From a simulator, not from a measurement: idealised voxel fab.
Proc. module: voxel wiring stack
Cross-sectional view cut (width: 300 nm; square cell size: 5 nm).
Cross-section, as written here: a square-cell grid given band by band from the top down, where a band holds one or more rows of cells.
Heights first: top, then bottom, in nm. Then materials, left to right, each with a width in nm. "everywhere" on a single material: fills the band edge to edge. "air": empty space.
Convention: height 0 is the level below which the wafer, as received, is all one material. The lowest band does not terminate at the bottom but continues downward, represented as "z 0 and below".
A width given as "30->40" starts at the first number in the band's top row and ends at the second number in its bottom row, shifting by an equal amount at every step from row to row.
You'll sometimes find "remains unaltered" written for a step, and that's the way of saying that nowhere in the cross-section did a cell change during that step.
Empty spaces counting at least 8 cells and having no open way to the top are listed in "Closed internal cavities". The notation width x height at distance is used for each, the distance being from the left edge and all three values in nm.
What comes after the settings on a step's line is commentary from the simulator itself on that step.
overlay nm: where the mask lay relative to plan, measured to the right, on steps with a mask; negatives go left.

-- Process steps - plan
| 1 | RECEIVE: material Si |
| 2 | CONFORMAL_DEP: material SiO2, thk nm 15 |
| 3 | DIRECTIONAL_DEP: material TiN, thk nm 5 |
| 4 | DIRECTIONAL_DEP: material W, thk nm 25 |
| 5 | DIRECTIONAL_DEP: material aC, thk nm 15 |
| 6 | PATTERN: tone cover, mask id METAL_1, material resist, width nm 20, pitch nm 35, thk nm 30, overlay nm 0 |
| 7 | DIRECTIONAL_ETCH: etch materials aC, depth nm 15 |
| 8 | STRIP: etch materials resist |
| 9 | DIRECTIONAL_ETCH: etch materials W, depth nm 25 |
| 10 | DIRECTIONAL_ETCH: etch materials TiN, depth nm 5 |
| 11 | STRIP: etch materials aC |
| 12 | FILL_DEP: material SiO2, thk nm 10 |
| 13 | CMP: height nm 45 |
| 14 | CONFORMAL_DEP: material SiCN, thk nm 5 |
| 15 | DIRECTIONAL_DEP: material lowk, thk nm 20 |
| 16 | PATTERN: tone open, mask id PLUG_1, material resist, width nm 15, thk nm 20, overlay nm 0 |
| 17 | DIRECTIONAL_ETCH: etch materials lowk, depth nm 20 |
| 18 | DIRECTIONAL_ETCH: etch materials SiCN, depth nm 5 |
| 19 | STRIP: etch materials resist |
| 20 | EPI: material Ru, thk nm 10 |
| 21 | EPI: material Ru, thk nm 10 |
| 22 | EPI: material Ru, thk nm 5 |
| 23 | DIRECTIONAL_DEP: material TiN, thk nm 5 |
| 24 | DIRECTIONAL_DEP: material W, thk nm 25 |
| 25 | DIRECTIONAL_DEP: material aC, thk nm 15 |
| 26 | PATTERN: tone cover, mask id METAL_2, material resist, width nm 20, pitch nm 35, thk nm 35, overlay nm 0 |
| 27 | DIRECTIONAL_ETCH: etch materials aC, depth nm 15 |
| 28 | STRIP: etch materials resist |
| 29 | DIRECTIONAL_ETCH: etch materials W, depth nm 25 |
| 30 | DIRECTIONAL_ETCH: etch materials TiN, depth nm 5 |
| 31 | STRIP: etch materials aC |
| 32 | CONFORMAL_DEP: material SiN, thk nm 5 |
| 33 | FILL_DEP: material SiO2, thk nm 5 |
| 34 | CMP: height nm 100 |
| 35 | CONFORMAL_DEP: material SiCN, thk nm 5 |
| 36 | DIRECTIONAL_DEP: material SiO2, thk nm 20 |
| 37 | PATTERN: tone open, mask id PLUG_2, material resist, width nm 15, thk nm 20, overlay nm 0 |
| 38 | DIRECTIONAL_ETCH: etch materials SiO2, depth nm 20 |
| 39 | DIRECTIONAL_ETCH: etch materials SiCN, depth nm 5 |
| 40 | STRIP: etch materials resist |
| 41 | EPI: material Ru, thk nm 10 |
| 42 | EPI: material Ru, thk nm 10 |
| 43 | EPI: material Ru, thk nm 5 |
| 44 | DIRECTIONAL_DEP: material TiN, thk nm 5 |
| 45 | DIRECTIONAL_DEP: material Ru, thk nm 15 |
| 46 | MASKED_ETCH: tone cover, mask id METAL_3, width nm 20, pitch nm 35, etch materials Ru, depth nm 15, overlay nm 0 |
| 47 | MASKED_ETCH: tone cover, mask id METAL_3, width nm 20, pitch nm 35, etch materials TiN, depth nm 5, overlay nm 0 |
| 48 | CONFORMAL_DEP: material SiCN, thk nm 5 |
| 49 | FILL_DEP: material SiO2, thk nm 5 |
| 50 | CMP: height nm 145 |
| 51 | CONFORMAL_DEP: material SiCN, thk nm 5 |

-- What follows covers the first of two wafers; it ran as planned

-- As-received state of the wafer in cross-section, equivalent to post-step 1
    z 0 and below = Si everywhere
    Closed internal cavities: none

-- Cross-sectional representation of the wafer at the conclusion of step 2
    z 15 to 0 = SiO2 everywhere
    Beneath the level 0, the cross-section is identical to its previous state.

-- Cross-sectional representation of the wafer at the conclusion of step 3
    z 20 to 15 = TiN everywhere
    Beneath the level 15, the cross-section is identical to its previous state.

-- Cross-sectional representation of the wafer at the conclusion of step 4
    z 45 to 20 = W everywhere
    Beneath the level 20, the cross-section is identical to its previous state.

-- Cross-sectional representation of the wafer at the conclusion of step 5
    z 60 to 45 = aC everywhere
    Beneath the level 45, the cross-section is identical to its previous state.

-- Cross-sectional representation of the wafer at the conclusion of step 6
    z 90 to 60 = air (120) | resist (20) | air (15) | resist (20) | air (125)
    Beneath the level 60, the cross-section is identical to its previous state.

-- Cross-sectional representation of the wafer at the conclusion of step 7
    z 75 to 60 = air (120) | resist (20) | air (15) | resist (20) | air (125)
    z 60 to 45 = air (120) | aC (20) | air (15) | aC (20) | air (125)
    Beneath the level 45, the cross-section is identical to its previous state.

-- Cross-sectional representation of the wafer at the conclusion of step 8
    z 60 to 45 = air (120) | aC (20) | air (15) | aC (20) | air (125)
    Beneath the level 45, the cross-section is identical to its previous state.

-- Cross-sectional representation of the wafer at the conclusion of step 9
    z 60 to 45 = air (120) | aC (20) | air (15) | aC (20) | air (125)
    z 45 to 20 = air (120) | W (20) | air (15) | W (20) | air (125)
    Beneath the level 20, the cross-section is identical to its previous state.

-- Cross-sectional representation of the wafer at the conclusion of step 10
    z 60 to 45 = air (120) | aC (20) | air (15) | aC (20) | air (125)
    z 45 to 20 = air (120) | W (20) | air (15) | W (20) | air (125)
    z 20 to 15 = air (120) | TiN (20) | air (15) | TiN (20) | air (125)
    Beneath the level 15, the cross-section is identical to its previous state.

-- Cross-sectional representation of the wafer at the conclusion of step 11
    z 45 to 20 = air (120) | W (20) | air (15) | W (20) | air (125)
    Beneath the level 20, the cross-section is identical to its previous state.

-- Cross-sectional representation of the wafer at the conclusion of step 12
    z 55 to 45 = SiO2 everywhere
    z 45 to 20 = SiO2 (120) | W (20) | SiO2 (15) | W (20) | SiO2 (125)
    z 20 to 15 = SiO2 (120) | TiN (20) | SiO2 (15) | TiN (20) | SiO2 (125)
    Beneath the level 15, the cross-section is identical to its previous state.

-- Cross-sectional representation of the wafer at the conclusion of step 13
    z 45 to 20 = SiO2 (120) | W (20) | SiO2 (15) | W (20) | SiO2 (125)
    Beneath the level 20, the cross-section is identical to its previous state.

-- Cross-sectional representation of the wafer at the conclusion of step 14
    z 50 to 45 = SiCN everywhere
    Beneath the level 45, the cross-section is identical to its previous state.

-- Cross-sectional representation of the wafer at the conclusion of step 15
    z 70 to 50 = lowk everywhere
    Beneath the level 50, the cross-section is identical to its previous state.

-- Cross-sectional representation of the wafer at the conclusion of step 16
    z 90 to 70 = resist (120) | air (15) | resist (165)
    Beneath the level 70, the cross-section is identical to its previous state.

-- Cross-sectional representation of the wafer at the conclusion of step 17
    z 90 to 70 = resist (120) | air (15) | resist (165)
    z 70 to 50 = lowk (120) | air (15) | lowk (165)
    Beneath the level 50, the cross-section is identical to its previous state.

-- Cross-sectional representation of the wafer at the conclusion of step 18
    z 90 to 70 = resist (120) | air (15) | resist (165)
    z 70 to 50 = lowk (120) | air (15) | lowk (165)
    z 50 to 45 = SiCN (120) | air (15) | SiCN (165)
    Beneath the level 45, the cross-section is identical to its previous state.

-- Cross-sectional representation of the wafer at the conclusion of step 19
    z 70 to 50 = lowk (120) | air (15) | lowk (165)
    Beneath the level 50, the cross-section is identical to its previous state.

-- Cross-sectional representation of the wafer at the conclusion of step 20
    z 70 to 55 = lowk (120) | air (15) | lowk (165)
    z 55 to 50 = lowk (120) | Ru (15) | lowk (165)
    z 50 to 45 = SiCN (120) | Ru (15) | SiCN (165)
    Beneath the level 45, the cross-section is identical to its previous state.

-- Cross-sectional representation of the wafer at the conclusion of step 21
    z 70 to 65 = lowk (120) | air (15) | lowk (165)
    z 65 to 50 = lowk (120) | Ru (15) | lowk (165)
    Beneath the level 50, the cross-section is identical to its previous state.

-- Cross-sectional representation of the wafer at the conclusion of step 22
    z 70 to 50 = lowk (120) | Ru (15) | lowk (165)
    Beneath the level 50, the cross-section is identical to its previous state.

-- Cross-sectional representation of the wafer at the conclusion of step 23
    z 75 to 70 = TiN everywhere
    Beneath the level 70, the cross-section is identical to its previous state.

-- Cross-sectional representation of the wafer at the conclusion of step 24
    z 100 to 75 = W everywhere
    Beneath the level 75, the cross-section is identical to its previous state.

-- Cross-sectional representation of the wafer at the conclusion of step 25
    z 115 to 100 = aC everywhere
    Beneath the level 100, the cross-section is identical to its previous state.

-- Cross-sectional representation of the wafer at the conclusion of step 26
    z 150 to 115 = air (120) | resist (20) | air (15) | resist (20) | air (125)
    Beneath the level 115, the cross-section is identical to its previous state.

-- Cross-sectional representation of the wafer at the conclusion of step 27
    z 135 to 115 = air (120) | resist (20) | air (15) | resist (20) | air (125)
    z 115 to 100 = air (120) | aC (20) | air (15) | aC (20) | air (125)
    Beneath the level 100, the cross-section is identical to its previous state.

-- Cross-sectional representation of the wafer at the conclusion of step 28
    z 115 to 100 = air (120) | aC (20) | air (15) | aC (20) | air (125)
    Beneath the level 100, the cross-section is identical to its previous state.

-- Cross-sectional representation of the wafer at the conclusion of step 29
    z 115 to 100 = air (120) | aC (20) | air (15) | aC (20) | air (125)
    z 100 to 75 = air (120) | W (20) | air (15) | W (20) | air (125)
    Beneath the level 75, the cross-section is identical to its previous state.

-- Cross-sectional representation of the wafer at the conclusion of step 30
    z 115 to 100 = air (120) | aC (20) | air (15) | aC (20) | air (125)
    z 100 to 75 = air (120) | W (20) | air (15) | W (20) | air (125)
    z 75 to 70 = air (120) | TiN (20) | air (15) | TiN (20) | air (125)
    Beneath the level 70, the cross-section is identical to its previous state.

-- Cross-sectional representation of the wafer at the conclusion of step 31
    z 100 to 75 = air (120) | W (20) | air (15) | W (20) | air (125)
    Beneath the level 75, the cross-section is identical to its previous state.

-- Cross-sectional representation of the wafer at the conclusion of step 32
    z 105 to 100 = air (115) | SiN (30) | air (5) | SiN (30) | air (120)
    z 100 to 75 = air (115) | SiN (5) | W (20) | SiN (5) | air (5) | SiN (5) | W (20) | SiN (5) | air (120)
    z 75 to 70 = SiN (120) | TiN (20) | SiN (15) | TiN (20) | SiN (125)
    Beneath the level 70, the cross-section is identical to its previous state.

-- Cross-sectional representation of the wafer at the conclusion of step 33
    z 110 to 105 = SiO2 everywhere
    z 105 to 100 = SiO2 (115) | SiN (30) | SiO2 (5) | SiN (30) | SiO2 (120)
    z 100 to 75 = SiO2 (115) | SiN (5) | W (20) | SiN (5) | SiO2 (5) | SiN (5) | W (20) | SiN (5) | SiO2 (120)
    Beneath the level 75, the cross-section is identical to its previous state.

-- Cross-sectional representation of the wafer at the conclusion of step 34
    z 100 to 75 = SiO2 (115) | SiN (5) | W (20) | SiN (5) | SiO2 (5) | SiN (5) | W (20) | SiN (5) | SiO2 (120)
    Beneath the level 75, the cross-section is identical to its previous state.

-- Cross-sectional representation of the wafer at the conclusion of step 35
    z 105 to 100 = SiCN everywhere
    Beneath the level 100, the cross-section is identical to its previous state.

-- Cross-sectional representation of the wafer at the conclusion of step 36
    z 125 to 105 = SiO2 everywhere
    Beneath the level 105, the cross-section is identical to its previous state.

-- Cross-sectional representation of the wafer at the conclusion of step 37
    z 145 to 125 = resist (120) | air (15) | resist (165)
    Beneath the level 125, the cross-section is identical to its previous state.

-- Cross-sectional representation of the wafer at the conclusion of step 38
    z 145 to 125 = resist (120) | air (15) | resist (165)
    z 125 to 105 = SiO2 (120) | air (15) | SiO2 (165)
    Beneath the level 105, the cross-section is identical to its previous state.

-- Cross-sectional representation of the wafer at the conclusion of step 39
    z 145 to 125 = resist (120) | air (15) | resist (165)
    z 125 to 105 = SiO2 (120) | air (15) | SiO2 (165)
    z 105 to 100 = SiCN (120) | air (15) | SiCN (165)
    Beneath the level 100, the cross-section is identical to its previous state.

-- Cross-sectional representation of the wafer at the conclusion of step 40
    z 125 to 105 = SiO2 (120) | air (15) | SiO2 (165)
    Beneath the level 105, the cross-section is identical to its previous state.

-- Cross-sectional representation of the wafer at the conclusion of step 41
    z 125 to 110 = SiO2 (120) | air (15) | SiO2 (165)
    z 110 to 105 = SiO2 (120) | Ru (15) | SiO2 (165)
    z 105 to 100 = SiCN (120) | Ru (15) | SiCN (165)
    Beneath the level 100, the cross-section is identical to its previous state.

-- Cross-sectional representation of the wafer at the conclusion of step 42
    z 125 to 120 = SiO2 (120) | air (15) | SiO2 (165)
    z 120 to 105 = SiO2 (120) | Ru (15) | SiO2 (165)
    Beneath the level 105, the cross-section is identical to its previous state.

-- Cross-sectional representation of the wafer at the conclusion of step 43
    z 125 to 105 = SiO2 (120) | Ru (15) | SiO2 (165)
    Beneath the level 105, the cross-section is identical to its previous state.

-- Cross-sectional representation of the wafer at the conclusion of step 44
    z 130 to 125 = TiN everywhere
    Beneath the level 125, the cross-section is identical to its previous state.

-- Cross-sectional representation of the wafer at the conclusion of step 45
    z 145 to 130 = Ru everywhere
    Beneath the level 130, the cross-section is identical to its previous state.

-- Cross-sectional representation of the wafer at the conclusion of step 46
    z 145 to 130 = air (120) | Ru (20) | air (15) | Ru (20) | air (125)
    Beneath the level 130, the cross-section is identical to its previous state.

-- Cross-sectional representation of the wafer at the conclusion of step 47
    z 145 to 130 = air (120) | Ru (20) | air (15) | Ru (20) | air (125)
    z 130 to 125 = air (120) | TiN (20) | air (15) | TiN (20) | air (125)
    Beneath the level 125, the cross-section is identical to its previous state.

-- Cross-sectional representation of the wafer at the conclusion of step 48
    z 150 to 145 = air (115) | SiCN (30) | air (5) | SiCN (30) | air (120)
    z 145 to 130 = air (115) | SiCN (5) | Ru (20) | SiCN (5) | air (5) | SiCN (5) | Ru (20) | SiCN (5) | air (120)
    z 130 to 125 = SiCN (120) | TiN (20) | SiCN (15) | TiN (20) | SiCN (125)
    Beneath the level 125, the cross-section is identical to its previous state.

-- Cross-sectional representation of the wafer at the conclusion of step 49
    z 155 to 150 = SiO2 everywhere
    z 150 to 145 = SiO2 (115) | SiCN (30) | SiO2 (5) | SiCN (30) | SiO2 (120)
    z 145 to 130 = SiO2 (115) | SiCN (5) | Ru (20) | SiCN (5) | SiO2 (5) | SiCN (5) | Ru (20) | SiCN (5) | SiO2 (120)
    Beneath the level 130, the cross-section is identical to its previous state.

-- Cross-sectional representation of the wafer at the conclusion of step 50
    z 145 to 130 = SiO2 (115) | SiCN (5) | Ru (20) | SiCN (5) | SiO2 (5) | SiCN (5) | Ru (20) | SiCN (5) | SiO2 (120)
    Beneath the level 130, the cross-section is identical to its previous state.

-- Cross-sectional representation of the wafer at the conclusion of step 51
    z 150 to 145 = SiCN everywhere
    Beneath the level 145, the cross-section is identical to its previous state.

-- Second wafer. Start and plan as for the first. One mistake made in running. Agrees with the first up to and including step 35

-- Look at the second wafer in cross-section at the time step 36 ought to have finished
    z 145 to 105 = SiO2 everywhere
    Beneath the level 105, the cross-section is identical to its previous state.

-- Look at the second wafer in cross-section at the time step 37 ought to have finished
    z 165 to 145 = resist (120) | air (15) | resist (165)
    Beneath the level 145, the cross-section is identical to its previous state.

-- Look at the second wafer in cross-section at the time step 38 ought to have finished
    z 165 to 145 = resist (120) | air (15) | resist (165)
    z 145 to 125 = SiO2 (120) | air (15) | SiO2 (165)
    Beneath the level 125, the cross-section is identical to its previous state.

Look at the second wafer in cross-section at the time step 39 ought to have finished: remains unaltered

-- Look at the second wafer in cross-section at the time step 40 ought to have finished
    z 145 to 125 = SiO2 (120) | air (15) | SiO2 (165)
    Beneath the level 125, the cross-section is identical to its previous state.

Look at the second wafer in cross-section at the time step 41 ought to have finished: remains unaltered

Look at the second wafer in cross-section at the time step 42 ought to have finished: remains unaltered

Look at the second wafer in cross-section at the time step 43 ought to have finished: remains unaltered

-- Look at the second wafer in cross-section at the time step 44 ought to have finished
    z 150 to 145 = TiN (120) | air (15) | TiN (165)
    z 145 to 130 = SiO2 (120) | air (15) | SiO2 (165)
    z 130 to 125 = SiO2 (120) | TiN (15) | SiO2 (165)
    Beneath the level 125, the cross-section is identical to its previous state.

-- Look at the second wafer in cross-section at the time step 45 ought to have finished
    z 165 to 150 = Ru (120) | air (15) | Ru (165)
    z 150 to 145 = TiN (120) | air (15) | TiN (165)
    z 145 to 130 = SiO2 (120) | Ru (15) | SiO2 (165)
    Beneath the level 130, the cross-section is identical to its previous state.

-- Look at the second wafer in cross-section at the time step 46 ought to have finished
    z 165 to 150 = air (135) | Ru (5) | air (15) | Ru (20) | air (125)
    Beneath the level 150, the cross-section is identical to its previous state.

-- Look at the second wafer in cross-section at the time step 47 ought to have finished
    z 165 to 150 = air (135) | Ru (5) | air (15) | Ru (20) | air (125)
    z 150 to 145 = air (135) | TiN (5) | air (15) | TiN (20) | air (125)
    Beneath the level 145, the cross-section is identical to its previous state.

-- Look at the second wafer in cross-section at the time step 48 ought to have finished
    z 170 to 165 = air (130) | SiCN (15) | air (5) | SiCN (30) | air (120)
    z 165 to 150 = air (130) | SiCN (5) | Ru (5) | SiCN (5) | air (5) | SiCN (5) | Ru (20) | SiCN (5) | air (120)
    z 150 to 145 = SiCN (135) | TiN (5) | SiCN (15) | TiN (20) | SiCN (125)
    Beneath the level 145, the cross-section is identical to its previous state.

-- Look at the second wafer in cross-section at the time step 49 ought to have finished
    z 175 to 170 = SiO2 everywhere
    z 170 to 165 = SiO2 (130) | SiCN (15) | SiO2 (5) | SiCN (30) | SiO2 (120)
    z 165 to 150 = SiO2 (130) | SiCN (5) | Ru (5) | SiCN (5) | SiO2 (5) | SiCN (5) | Ru (20) | SiCN (5) | SiO2 (120)
    Beneath the level 150, the cross-section is identical to its previous state.

-- Look at the second wafer in cross-section at the time step 50 ought to have finished
    z 145 to 130 = SiO2 (120) | Ru (15) | SiO2 (165)
    Beneath the level 130, the cross-section is identical to its previous state.

-- Look at the second wafer in cross-section at the time step 51 ought to have finished
    z 150 to 145 = SiCN everywhere
    Beneath the level 145, the cross-section is identical to its previous state.
Want to know what went wrong? step 36 of the plan was executed twice over
The second wafer ends with more or fewer cells of some materials than the first, per final count: 30 fewer of Ru, 61 fewer of SiCN, 96 more of SiO2, 5 fewer of TiN
